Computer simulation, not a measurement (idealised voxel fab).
The following process module bears the name voxel wiring stack.
Square cells of 5 nm make up the cross-section cut, whose width is 255 nm.
We lay out every cross-section as a grid of square cells and spell it out in bands from the top down, where one band means one or more rows of cells. The entry gives the band's vertical extent as a top height and a bottom height in nm, then its horizontal make-up as materials from left to right, each with a width in nm. "air" stands for empty space; a single material marked "all across" fills the band edge to edge. Heights are measured from 0, the level below which the as-received wafer is all one material; the lowest band has no bottom and continues downward, written as in "0 nm and below". Graded width ("30..40"): value in top row of band = first number; value in bottom row = second number; row-to-row change constant. Step marked "remained the same"? Then no cell in the cross-section changed in it. "Unvented cavities": empty spaces of 8 cells or more with no open way to the top, each given as width x height at distance, distance from the left edge, all in nm. Anything after a step's settings on that line? It's the simulator's own note about the step. The setting "overlay nm" may be written on the line of a step. When the step uses a mask, the value reports how far to the right of the planned place the mask lay, and a negative value reports that it lay to the left.
The steps planned for the process are as follows
1) RECEIVE (material Si)
2) CONFORMAL_DEP (material SiO2; thk nm 15)
3) CONFORMAL_DEP (material SiN; thk nm 5)
4) DIRECTIONAL_DEP (material lowk; thk nm 15)
5) DIRECTIONAL_DEP (material aC; thk nm 10)
6) PATTERN (tone open; mask id METAL_1; material resist; width nm 20; pitch nm 35; thk nm 25; overlay nm 0)
7) DIRECTIONAL_ETCH (etch materials aC; depth nm 10)
8) STRIP (etch materials resist)
9) DIRECTIONAL_ETCH (etch materials lowk; depth nm 15)
10) DIRECTIONAL_ETCH (etch materials SiN; depth nm 5)
11) STRIP (etch materials aC)
12) CONFORMAL_DEP (material TiN; thk nm 5)
13) FILL_DEP (material Cu; thk nm 10)
14) CMP (height nm 35)
15) CONFORMAL_DEP (material SiCN; thk nm 5)
16) DIRECTIONAL_DEP (material lowk; thk nm 30)
17) PATTERN (tone open; mask id METAL_2_HOLES; material resist; width nm 15; pitch nm 70; thk nm 15; overlay nm 0)
18) DIRECTIONAL_ETCH (etch materials lowk; depth nm 30)
19) STRIP (etch materials resist)
20) MASKED_ETCH (tone open; mask id METAL_2; width nm 20; pitch nm 35; etch materials lowk; depth nm 20; overlay nm 0)
21) MASKED_ETCH (tone open; mask id METAL_2; width nm 20; pitch nm 35; etch materials SiCN; depth nm 5; overlay nm 0)
22) CONFORMAL_DEP (material TiN; thk nm 5)
23) FILL_DEP (material Cu; thk nm 5)
24) CMP (height nm 70)
25) CONFORMAL_DEP (material SiN; thk nm 5)
As-received state of the wafer in cross-section, equivalent to post-step 1
  0 nm and below = Si all across
  Unvented cavities: none
As-planned run: cross-section of the first of two wafers at end of module
  75 nm to 70 nm = SiN all across
  70 nm to 55 nm = 65 lowk, 5 TiN, 10 Cu, 5 TiN, 15 lowk, 5 TiN, 10 Cu, 5 TiN, 15 lowk, 5 TiN, 10 Cu, 5 TiN, 15 lowk, 5 TiN, 10 Cu, 5 TiN, 65 lowk
  55 nm to 50 nm = 65 lowk, 5 TiN, 5 Cu, 10 TiN, 15 lowk, 20 TiN, 15 lowk, 5 TiN, 5 Cu, 10 TiN, 15 lowk, 20 TiN, 65 lowk
  50 nm to 40 nm = 65 lowk, 5 TiN, 5 Cu, 5 TiN, 55 lowk, 5 TiN, 5 Cu, 5 TiN, 105 lowk
  40 nm to 35 nm = 65 SiCN, 15 TiN, 55 SiCN, 15 TiN, 105 SiCN
  35 nm to 20 nm = 65 lowk, 5 TiN, 10 Cu, 5 TiN, 15 lowk, 5 TiN, 10 Cu, 5 TiN, 15 lowk, 5 TiN, 10 Cu, 5 TiN, 15 lowk, 5 TiN, 10 Cu, 5 TiN, 65 lowk
  20 nm to 15 nm = 65 SiN, 20 TiN, 15 SiN, 20 TiN, 15 SiN, 20 TiN, 15 SiN, 20 TiN, 65 SiN
  15 nm to 0 nm = SiO2 all across
  0 nm and below = Si all across
  Unvented cavities: none
Second wafer through the module, sectioned at the end: same beginning and same plan as the first wafer, with one mistake in carrying it out
  75 nm to 70 nm = SiN all across
  70 nm to 55 nm = 65 lowk, 5 TiN, 10 Cu, 5 TiN, 15 lowk, 5 TiN, 10 Cu, 5 TiN, 15 lowk, 5 TiN, 10 Cu, 5 TiN, 15 lowk, 5 TiN, 10 Cu, 5 TiN, 65 lowk
  55 nm to 50 nm = 65 lowk, 5 TiN, 5 Cu, 10 TiN, 15 lowk, 20 TiN, 15 lowk, 5 TiN, 5 Cu, 10 TiN, 15 lowk, 20 TiN, 65 lowk
  50 nm to 40 nm = 65 lowk, 5 TiN, 5 Cu, 5 TiN, 55 lowk, 5 TiN, 5 Cu, 5 TiN, 105 lowk
  40 nm to 35 nm = 65 SiCN, 15 TiN, 55 SiCN, 15 TiN, 105 SiCN
  35 nm to 20 nm = 70 lowk, 5 TiN, 5 Cu, 5 TiN, 20 lowk, 5 TiN, 5 Cu, 5 TiN, 20 lowk, 5 TiN, 5 Cu, 5 TiN, 20 lowk, 5 TiN, 5 Cu, 5 TiN, 65 lowk
  20 nm to 15 nm = 70 SiN, 15 TiN, 20 SiN, 15 TiN, 20 SiN, 15 TiN, 20 SiN, 15 TiN, 65 SiN
  15 nm to 0 nm = SiO2 all across
  0 nm and below = Si all across
  Unvented cavities: none
It is concluded that the wafer was processed incorrectly with respect to the plan, in that step 6 ran with different settings than intended, the actual operation and settings being PATTERN (tone open; mask id METAL_1; material resist; width nm 15; pitch nm 35; thk nm 25; overlay nm 0)
Wafer comparison, final, in cells, second relative to first, materials more or fewer: 12 fewer of Cu, 4 more of SiN, 4 fewer of TiN, 12 more of lowk
